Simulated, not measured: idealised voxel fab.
Process module in this document: voxel double patterning
It is cross-section cut that appears here, measuring 160 nm in width, its square cells being 5 nm in size.
Heads up, the way a cross-section reads in here is a grid of square cells, handed over as bands from the top down, with every band being one or more rows of cells. Top height, bottom height, nm. Materials left to right, width each, nm. Single material + "all across" = fills band edge to edge. "blank" = empty. We count height from 0. Below that, the starting wafer is all one material. The lowest band never ends at the bottom but goes on down; see "from 0 down" for how that is written. The two numbers in a width such as "30 to 40" mark its ends across the band: the first belongs to the top row of cells, the second to the bottom row, and from each row to the next the width moves by the same amount. "same as before" means the step left every cell of the cross-section as it was. Listed in "Enclosed void catalog": every empty space of 8 or more cells without an open way to the top. Form: width x height at distance, the distance being from the left edge, all in nm. If you see something after the settings on a step's line, that's the simulator's own remark about that step. "overlay nm" denotes, for a step that has a mask, the displacement of the mask to the right of its planned place, with negative values corresponding to the left.

## Process steps - plan
1,RECEIVE with material Si
2,CONFORMAL_DEP with material SiO2, thk nm 10
3,DIRECTIONAL_DEP with material W, thk nm 10
4,DIRECTIONAL_DEP with material SiCN, thk nm 5
5,DIRECTIONAL_DEP with material aC, thk nm 15
6,PATTERN with tone open, mask id FIRST, material resist, width nm 15, pitch nm 50, thk nm 30, overlay nm 0
7,DIRECTIONAL_ETCH with etch materials aC, depth nm 15
8,STRIP with etch materials resist
9,DIRECTIONAL_ETCH with etch materials SiCN, depth nm 5
10,STRIP with etch materials aC
11,DIRECTIONAL_DEP with material aC, thk nm 10
12,PATTERN with tone open, mask id SECOND, material resist, width nm 15, pitch nm 50, thk nm 30, overlay nm 0
13,DIRECTIONAL_ETCH with etch materials aC, depth nm 10
14,STRIP with etch materials resist
15,DIRECTIONAL_ETCH with etch materials SiCN, depth nm 5
16,STRIP with etch materials aC
17,DIRECTIONAL_ETCH with etch materials W, depth nm 10
18,STRIP with etch materials SiCN

## Wafer as received: cross-section following step 1
	from 0 down  Si all across
	Enclosed void catalog: none

## Module complete, cross-section. Starting point and plan per above. One mistake made in running the module
	from 20 to 10  20 nm W  15 nm blank  10 nm W  15 nm blank  10 nm W  15 nm blank  10 nm W  15 nm blank  10 nm W  15 nm blank  25 nm W
	from 10 to 0  W all across
	from 0 down  Si all across
	Enclosed void catalog: none
Heads up, the wafer didn't run the way we planned it: step 2 went in with a setting other than planned; the actual run was CONFORMAL_DEP with material W, thk nm 10
